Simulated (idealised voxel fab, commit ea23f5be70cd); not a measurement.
This section sets out a process module, namely voxel self aligned contacts.
Shown is cross-section cut, with a width of 210 nm and square cells of size 5 nm.
Think of the cross-section as a grid of square cells. We describe it in bands, top to bottom, and each band covers one or more rows of those cells.
Band: top height; bottom height; in nm. Then, left to right: material with width in nm, for each material. "edge to edge": a single material spanning edge to edge. "blank": empty space.
Heads up on the height convention: 0 is the point under which the incoming wafer is all one material, and the lowest band has no bottom, it just keeps going down, like "0 and below".
Width spec "30 to 40" -> top row of cells at first value, bottom row at second value, equal per-row change in between.
Where the words "no modification" appear for a step, the cross-section shows no cell changed by that step; every cell remained as before.
Empty spaces without an open route to the top, at least 8 cells in extent, make up the entry "Unvented voids"; each is given as width x height at distance, where the distance is measured from the left edge, and all are in nm.
On a step's line, text after the settings is the simulator commenting on that step.
The "overlay nm" setting may appear on a step's line; for a step that uses a mask, it gives how far to the right of its planned position the mask lay, and a negative value indicates the left.
**Planned process steps**
1 RECEIVE, material Si
2 CONFORMAL_DEP, material SiO2, thk nm 5
3 DIRECTIONAL_DEP, material polySi, thk nm 30
4 DIRECTIONAL_DEP, material SiN, thk nm 20
5 PATTERN, tone cover, mask id GATE, material resist, width nm 30, pitch nm 55, thk nm 15, overlay nm 0
6 DIRECTIONAL_ETCH, etch materials SiN, depth nm 20
7 DIRECTIONAL_ETCH, etch materials polySi, depth nm 30
8 STRIP, etch materials resist
9 CONFORMAL_DEP, material SiN, thk nm 5
10 DIRECTIONAL_ETCH, etch materials SiN, depth nm 5
11 FILL_DEP, material SiO2, thk nm 15
12 CMP, height nm 60
13 MASKED_ETCH, tone open, mask id CONTACT, width nm 35, pitch nm 55, etch materials SiO2, depth nm 60, overlay nm 0
14 CONFORMAL_DEP, material TiN, thk nm 5
15 FILL_DEP, material W, thk nm 5
16 CMP, height nm 60
17 CONFORMAL_DEP, material SiCN, thk nm 5
**As-received wafer cross-section (after step 1)**
  0 and below = Si edge to edge
  Unvented voids: none
**First of two wafers at the end of the module, shown in cross-section; run carried out as planned**
  65 down to 60 = SiCN edge to edge
  60 down to 55 = SiO2 60  TiN 15  W 5  TiN 15  SiO2 20  TiN 15  W 5  TiN 15  SiO2 60
  55 down to 35 = SiO2 30  SiN 40  TiN 5  W 5  TiN 5  SiN 40  TiN 5  W 5  TiN 5  SiN 40  SiO2 30
  35 down to 5 = SiO2 30  SiN 5  polySi 30  SiN 5  TiN 5  W 5  TiN 5  SiN 5  polySi 30  SiN 5  TiN 5  W 5  TiN 5  SiN 5  polySi 30  SiN 5  SiO2 30
  5 down to 0 = SiO2 70  TiN 15  SiO2 40  TiN 15  SiO2 70
  0 and below = Si edge to edge
  Unvented voids: none
**Same start, same plan as the first wafer - but one mistake in the run. Cross-section of the second of the two at the end of the module**
  65 down to 60 = SiCN edge to edge
  60 down to 40 = SiO2 30  SiN 5  polySi 30  SiN 5  TiN 5  W 5  TiN 5  SiN 5  polySi 30  SiN 5  TiN 5  W 5  TiN 5  SiN 5  polySi 30  SiN 5  SiO2 30
  40 down to 35 = SiO2 30  SiN 5  polySi 30  SiN 5  TiN 15  SiN 5  polySi 30  SiN 5  TiN 15  SiN 5  polySi 30  SiN 5  SiO2 30
  35 down to 5 = polySi edge to edge
  5 down to 0 = SiO2 edge to edge
  0 and below = Si edge to edge
  Unvented voids: none
Want to know what went wrong? the plan's step 3 ran twice
Bottom line after processing is that, in cells, the second wafer is up or down on some materials versus the first: SiN: 102 fewer, SiO2: 82 fewer, TiN: 36 fewer, W: 14 fewer, polySi: 234 more
